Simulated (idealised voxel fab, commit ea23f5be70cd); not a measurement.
process module | voxel capacitor over wiring
cross-section cut | 300 nm wide | cells 5 nm
A cross-section is a grid of square cells, given in bands from the top down. A band is one or more rows of cells. Look at the band entry: it leads with the top's height and the bottom's height in nm. Then it lists the materials left to right, with a width in nm for each. The word "everywhere" on a single material says that material fills the band edge to edge. The word "empty" is empty space. The level at which height equals 0 is the one under which the wafer, as it arrives, is entirely one material. No lower edge exists for the bottom band, which continues downward and is notated as in "from 0 down". Note: "30..40" means the width goes from the first number (top row of the band) to the second number (bottom row) in equal steps per row of cells. Step marked "changes: none"? Then no cell in the cross-section changed in it. Closed empty spaces (no open way to the top) of 8 cells or more are what "Closed cavities" lists, each as width x height at distance from the left edge, nm for all three. That trailing text on a step's line, after the settings, is the simulator's own remark on the step. overlay nm: on a step with a mask, how far right of its planned place the mask lay; negative means left.

PLANNED STEP LIST FOR THE PROCESS
step 1: RECEIVE, material Si
step 2: CONFORMAL_DEP, material SiO2, thk nm 15
step 3: DIRECTIONAL_DEP, material TiN, thk nm 5
step 4: DIRECTIONAL_DEP, material W, thk nm 20
step 5: MASKED_ETCH, tone cover, mask id METAL_1, width nm 20, pitch nm 85, etch materials W, depth nm 20, overlay nm 0
step 6: MASKED_ETCH, tone cover, mask id METAL_1, width nm 20, pitch nm 85, etch materials TiN, depth nm 5, overlay nm 0
step 7: CONFORMAL_DEP, material SiCN, thk nm 5
step 8: FILL_DEP, material lowk, thk nm 5
step 9: CMP, height nm 40
step 10: CONFORMAL_DEP, material SiCN, thk nm 5
step 11: DIRECTIONAL_DEP, material SiO2, thk nm 20
step 12: PATTERN, tone open, mask id PLUG_1, material resist, width nm 15, thk nm 20, overlay nm 0
step 13: DIRECTIONAL_ETCH, etch materials SiO2, depth nm 20
step 14: DIRECTIONAL_ETCH, etch materials SiCN, depth nm 5
step 15: STRIP, etch materials resist
step 16: CONFORMAL_DEP, material TiN, thk nm 5
step 17: FILL_DEP, material Cu, thk nm 10
step 18: CMP, height nm 65
step 19: DIRECTIONAL_DEP, material TiN, thk nm 10
step 20: DIRECTIONAL_DEP, material HfO2, thk nm 5
step 21: DIRECTIONAL_DEP, material TiN, thk nm 5
step 22: DIRECTIONAL_DEP, material aC, thk nm 15
step 23: PATTERN, tone cover, mask id UPPER_PLATE, material resist, width nm 70, thk nm 30, overlay nm 0
step 24: DIRECTIONAL_ETCH, etch materials aC, depth nm 15
step 25: STRIP, etch materials resist
step 26: DIRECTIONAL_ETCH, etch materials TiN, depth nm 10
step 27: DIRECTIONAL_ETCH, etch materials HfO2, depth nm 5
step 28: STRIP, etch materials aC
step 29: MASKED_ETCH, tone cover, mask id LOWER_PLATE, width nm 80, etch materials TiN, depth nm 10, overlay nm 0
step 30: FILL_DEP, material SiO2, thk nm 15
step 31: CMP, height nm 100
step 32: PATTERN, tone open, mask id PLUG_2, material resist, width nm 15, thk nm 20, overlay nm 0
step 33: DIRECTIONAL_ETCH, etch materials SiO2, depth nm 10
step 34: STRIP, etch materials resist
step 35: CONFORMAL_DEP, material TiN, thk nm 5
step 36: FILL_DEP, material W, thk nm 5
step 37: CMP, height nm 100
step 38: CONFORMAL_DEP, material SiCN, thk nm 5
It is noted that the wafers described herein are identical at the outset and are distinguished by the thk nm of step 21; the value stated in the plan corresponds to the first wafer.

HERE'S THE FIRST OF THE WAFERS IN CROSS-SECTION, JUST AS WE GOT IT, I.E. AFTER STEP 1
  from 0 down = Si everywhere
  Closed cavities: none

FIRST OF SEVERAL WAFERS IN CROSS-SECTION AT MODULE END, FOLLOWING THE FINAL STEP, STEP 38
  from 105 to 100 = SiCN everywhere
  from 100 to 95 = 110 nm SiO2, 5 nm TiN, 5 nm W, 5 nm TiN, 175 nm SiO2
  from 95 to 90 = 110 nm SiO2, 15 nm TiN, 175 nm SiO2
  from 90 to 85 = SiO2 everywhere
  from 85 to 80 = 100 nm SiO2, 70 nm TiN, 130 nm SiO2
  from 80 to 75 = 100 nm SiO2, 70 nm HfO2, 130 nm SiO2
  from 75 to 65 = 95 nm SiO2, 80 nm TiN, 125 nm SiO2
  from 65 to 45 = 100 nm SiO2, 5 nm TiN, 5 nm Cu, 5 nm TiN, 185 nm SiO2
  from 45 to 40 = 100 nm SiCN, 15 nm TiN, 185 nm SiCN
  from 40 to 20 = 90 nm lowk, 5 nm SiCN, 20 nm W, 5 nm SiCN, 55 nm lowk, 5 nm SiCN, 20 nm W, 5 nm SiCN, 95 nm lowk
  from 20 to 15 = 95 nm SiCN, 20 nm TiN, 65 nm SiCN, 20 nm TiN, 100 nm SiCN
  from 15 to 0 = SiO2 everywhere
  from 0 down = Si everywhere
  Closed cavities: none

SHOWING THE LAST WAFER IN CROSS-SECTION AT THE END OF THE MODULE
  from 105 to 100 = SiCN everywhere
  from 100 to 95 = 100 nm SiO2, 70 nm TiN, 130 nm SiO2
  from 95 to 85 = 95 nm SiO2, 80 nm TiN, 125 nm SiO2
  from 85 to 80 = TiN everywhere
  from 80 to 75 = HfO2 everywhere
  from 75 to 65 = TiN everywhere
  from 65 to 45 = 100 nm SiO2, 5 nm TiN, 5 nm Cu, 5 nm TiN, 185 nm SiO2
  from 45 to 40 = 100 nm SiCN, 15 nm TiN, 185 nm SiCN
  from 40 to 20 = 90 nm lowk, 5 nm SiCN, 20 nm W, 5 nm SiCN, 55 nm lowk, 5 nm SiCN, 20 nm W, 5 nm SiCN, 95 nm lowk
  from 20 to 15 = 95 nm SiCN, 20 nm TiN, 65 nm SiCN, 20 nm TiN, 100 nm SiCN
  from 15 to 0 = SiO2 everywhere
  from 0 down = Si everywhere
  Closed cavities: none

FOR YOUR REFERENCE, THE TABLE IS ORGANIZED WITH A ROW PER WAFER; EACH ROW REFLECTS THE WAFER AT THE END OF THE MODULE, INDICATING FOR EACH MATERIAL THE CELLS GAINED (+) OR LOST (-) SINCE RECEIPT, AND THEREAFTER ITS CLOSED VOIDS
thk nm 5 | +4 Cu | +14 HfO2 | +185 SiCN | +762 SiO2 | +70 TiN | +33 W | +192 lowk | Closed cavities: none
thk nm 10 | +4 Cu | +14 HfO2 | +185 SiCN | +748 SiO2 | +84 TiN | +33 W | +192 lowk | Closed cavities: none
thk nm 15 | +4 Cu | +60 HfO2 | +185 SiCN | +601 SiO2 | +186 TiN | +32 W | +192 lowk | Closed cavities: none
thk nm 20 | +4 Cu | +60 HfO2 | +185 SiCN | +588 SiO2 | +199 TiN | +32 W | +192 lowk | Closed cavities: none
thk nm 25 | +4 Cu | +60 HfO2 | +185 SiCN | +542 SiO2 | +245 TiN | +32 W | +192 lowk | Closed cavities: none
